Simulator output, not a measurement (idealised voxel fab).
voxel capacitor over wiring: a process module
For reference, the cross-section in this document is cut, with width 155 nm and square cells of 5 nm.
A cross-section is a grid of square cells, given in bands from the top down. A band is one or more rows of cells. Heads up on the band format: heights come first, top then bottom, in nm. After that it's the materials left to right, each with its width in nm. A single material flagged "everywhere" fills the whole band edge to edge, and "empty" means there's empty space there. Counting heights begins at 0, where everything beneath is, in the wafer as received, one material. The lowest band has no bottom; it goes on downwards, as "0 nm and below" shows. Quick explanation for "30->40": the width changes in equal steps down the rows of cells, from the first number in the band's top row to the second number in its bottom row. Given "no change" for a step, no cell of the cross-section differs between before and after that step. "Unvented voids" enumerates empty spaces isolated from the top, with no open way to it, that contain at least 8 cells, giving each as width x height at distance from the left edge, all three in nm. What comes after the settings on a step's line is commentary from the simulator itself on that step. If you see "overlay nm" on a step's line and that step has a mask, it's telling you how far right of where it was planned the mask ended up; a negative number means it went left instead.
Here's what the planned process steps look like
- 1: RECEIVE,material Si
- 2: CONFORMAL_DEP,material SiO2,thk nm 10
- 3: DIRECTIONAL_DEP,material TiN,thk nm 5
- 4: DIRECTIONAL_DEP,material Ru,thk nm 20
- 5: DIRECTIONAL_DEP,material aC,thk nm 10
- 6: PATTERN,tone cover,mask id METAL_1,material resist,width nm 25,pitch nm 95,thk nm 30,overlay nm 0
- 7: DIRECTIONAL_ETCH,etch materials aC,depth nm 10
- 8: STRIP,etch materials resist
- 9: DIRECTIONAL_ETCH,etch materials Ru,depth nm 20
- 10: DIRECTIONAL_ETCH,etch materials TiN,depth nm 5
- 11: STRIP,etch materials aC
- 12: CONFORMAL_DEP,material SiN,thk nm 5
- 13: FILL_DEP,material lowk,thk nm 5
- 14: CMP,height nm 35
- 15: CONFORMAL_DEP,material SiCN,thk nm 5
- 16: DIRECTIONAL_DEP,material lowk,thk nm 15
- 17: PATTERN,tone open,mask id PLUG_1,material resist,width nm 15,thk nm 15,overlay nm 0
- 18: DIRECTIONAL_ETCH,etch materials lowk,depth nm 15
- 19: DIRECTIONAL_ETCH,etch materials SiCN,depth nm 5
- 20: STRIP,etch materials resist
- 21: EPI,material Ru,thk nm 10
- 22: EPI,material Ru,thk nm 10
- 23: DIRECTIONAL_DEP,material TiN,thk nm 5
- 24: DIRECTIONAL_DEP,material Al2O3,thk nm 5
- 25: DIRECTIONAL_DEP,material TiN,thk nm 10
- 26: PATTERN,tone cover,mask id UPPER_PLATE,material resist,width nm 75,thk nm 20,overlay nm 0
- 27: DIRECTIONAL_ETCH,etch materials TiN,depth nm 10
- 28: DIRECTIONAL_ETCH,etch materials Al2O3,depth nm 5
- 29: STRIP,etch materials resist
- 30: PATTERN,tone cover,mask id LOWER_PLATE,material resist,width nm 85,thk nm 20,overlay nm 0
- 31: DIRECTIONAL_ETCH,etch materials TiN,depth nm 5
- 32: STRIP,etch materials resist
- 33: FILL_DEP,material SiO2,thk nm 15
- 34: CMP,height nm 85
- 35: DIRECTIONAL_DEP,material aC,thk nm 10
- 36: PATTERN,tone open,mask id PLUG_2,material resist,width nm 15,thk nm 25,overlay nm 0
- 37: DIRECTIONAL_ETCH,etch materials aC,depth nm 10
- 38: STRIP,etch materials resist
- 39: DIRECTIONAL_ETCH,etch materials SiO2,depth nm 10
- 40: STRIP,etch materials aC
- 41: CONFORMAL_DEP,material TiN,thk nm 5
- 42: FILL_DEP,material Ru,thk nm 10
- 43: CMP,height nm 85
- 44: CONFORMAL_DEP,material SiCN,thk nm 5
As-received state of the wafer in cross-section, equivalent to post-step 1
    0 nm and below | Si everywhere
    Unvented voids: none
Cross-section at module end, one run error; start and plan unchanged from above
    90 nm to 85 nm | SiCN everywhere
    85 nm to 80 nm | SiO2 (35)  TiN (65)  SiO2 (55)
    80 nm to 75 nm | SiO2 (35)  TiN (5)  Al2O3 (60)  SiO2 (55)
    75 nm to 70 nm | SiO2 (20)  TiN (85)  SiO2 (50)
    70 nm to 65 nm | lowk (25)  TiN (15)  lowk (115)
    65 nm to 60 nm | lowk (25)  Al2O3 (15)  lowk (115)
    60 nm to 55 nm | lowk (25)  TiN (15)  lowk (115)
    55 nm to 40 nm | lowk everywhere
    40 nm to 35 nm | SiCN everywhere
    35 nm to 15 nm | lowk (10)  SiN (5)  Ru (25)  SiN (5)  lowk (60)  SiN (5)  Ru (25)  SiN (5)  lowk (15)
    15 nm to 10 nm | SiN (15)  TiN (25)  SiN (70)  TiN (25)  SiN (20)
    10 nm to 0 nm | SiO2 everywhere
    0 nm and below | Si everywhere
    Unvented voids: none
Diagnosis: step 16, plan: ran twice
